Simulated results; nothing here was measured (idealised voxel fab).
Process module, titled voxel local oxidation
We display cut, a cross-section 165 nm in width whose square cells are each 5 nm.
Heads up, the way a cross-section reads in here is a grid of square cells, handed over as bands from the top down, with every band being one or more rows of cells. Heights first: top, then bottom, in nm. Then materials, left to right, each with a width in nm. "edge to edge" on a single material: fills the band edge to edge. "air": empty space. The level at which height equals 0 is the one under which the wafer, as it arrives, is entirely one material. No lower edge exists for the bottom band, which continues downward and is notated as in "z 0 and below". The expression "30 to 40" gives the width at the extremes of the band, the first number at its top row of cells and the second at its bottom row, with the width changing by equal amounts from each row to the next in between. "remained unchanged" (step): cross-section cells unchanged, all of them. Look at "Tabulated closed voids" for the closed voids: empty spaces with no open path to the top, sized 8 cells or up. Each is width x height at distance, distance from the left edge, all nm. What comes after the settings on a step's line is commentary from the simulator itself on that step. "overlay nm" denotes, for a step that has a mask, the displacement of the mask to the right of its planned place, with negative values corresponding to the left.

**These are the steps we planned for the process**
1,RECEIVE, material Si
2,OXIDIZE, depth nm 5
3,CONFORMAL_DEP, material SiN, thk nm 10
4,PATTERN, tone cover, mask id ACTIVE, material resist, width nm 105, thk nm 15, overlay nm 0
5,DIRECTIONAL_ETCH, etch materials SiN, depth nm 10
6,STRIP, etch materials resist
7,SELECTIVE_ETCH, etch materials SiO2, depth nm 5
8,OXIDIZE, depth nm 15
9,STRIP, etch materials SiN

**Step 1 complete: cross-section of the wafer as received**
- z 0 and below | Si edge to edge
- Tabulated closed voids: none

**First wafer of two, sectioned at end of module; run went per plan**
- z 0 to -5 | air 35 nm; SiO2 95 nm; air 35 nm
- z -5 to -20 | SiO2 50 nm; Si 65 nm; SiO2 50 nm
- z -20 and below | Si edge to edge
- Tabulated closed voids: none

**Cross-section, second wafer: same start as the first, same plan as the first, one mistake in running it; taken at the end of the module**
- z 0 to -5 | SiO2 25 nm; air 115 nm; SiO2 25 nm
- z -5 to -20 | Si 10 nm; SiO2 145 nm; Si 10 nm
- z -20 and below | Si edge to edge
- Tabulated closed voids: none
In executing the process, a mistake was made relative to the plan: the process deviated at step 4: the operation and settings actually run there were PATTERN, tone open, mask id ACTIVE, material resist, width nm 105, thk nm 15, overlay nm 0
Final difference in cells, second wafer against first, listed per material as more or fewer: 27 fewer of Si, 18 more of SiO2
